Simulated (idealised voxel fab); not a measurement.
process module | voxel spacer lines
cross-section cut | 155 nm wide | cells 5 nm
A cross-section is a grid of square cells, given in bands from the top down. A band is one or more rows of cells.
Each band's line starts with the height of the band's top and of its bottom, in nm. Then come its materials from left to right, each with its width in nm. One material with "throughout" fills the band from edge to edge. "air" is empty space.
Height 0 is the level under which the wafer as received is all one material. The lowest band goes on downwards, as in "0 down".
A width such as "30 to 40" changes by the same amount from each row of cells to the next, from the band's top row to its bottom row.
"no change" after a step means that no cell of the cross-section changed.
closed voids: empty space of 8 cells or more with no open way to the top, each as width x height at its distance from the left edge, in nm
after a step's settings: what the simulator itself notes on the step
overlay nm, on a step with a mask: how far to the right of its planned place the mask lay; to the left if negative
plan
1 op RECEIVE | material Si
2 op CONFORMAL_DEP | material Al2O3 | thk nm 10
3 op DIRECTIONAL_DEP | material SiN | thk nm 20
4 op DIRECTIONAL_DEP | material aC | thk nm 25
5 op PATTERN | tone cover | mask id MANDREL | material resist | width nm 15 | pitch nm 60 | thk nm 30 | overlay nm 0
6 op DIRECTIONAL_ETCH | etch materials aC | depth nm 25
7 op STRIP | etch materials resist
8 op CONFORMAL_DEP | material SiO2 | thk nm 10
9 op DIRECTIONAL_ETCH | etch materials SiO2 | depth nm 10
10 op STRIP | etch materials aC
11 op DIRECTIONAL_ETCH | etch materials SiN | depth nm 20
12 op STRIP | etch materials SiO2
varied across the wafers: width nm of step 5. The plan shows the first wafer's value. All wafers start alike
first wafer as received, after step 1
  0 down: Si throughout
  closed voids: none
first wafer at the end, after step 12
  30 to 10: air 30 | SiN 10 | air 15 | SiN 10 | air 25 | SiN 10 | air 15 | SiN 10 | air 30
  10 to 0: Al2O3 throughout
  0 down: Si throughout
  closed voids: none
last wafer at the end
  30 to 10: air 20 | SiN 10 | air 35 | SiN 10 | air 5 | SiN 10 | air 35 | SiN 10 | air 20
  10 to 0: Al2O3 throughout
  0 down: Si throughout
  closed voids: none
each wafer at the end: cells of each material gained (+) or lost (-) since it was received, then its closed voids
width nm 15 | +62 Al2O3 | +32 SiN | closed voids: none
width nm 20 | +62 Al2O3 | +32 SiN | closed voids: none
width nm 25 | +62 Al2O3 | +32 SiN | closed voids: none
width nm 30 | +62 Al2O3 | +32 SiN | closed voids: none
width nm 35 | +62 Al2O3 | +32 SiN | closed voids: none
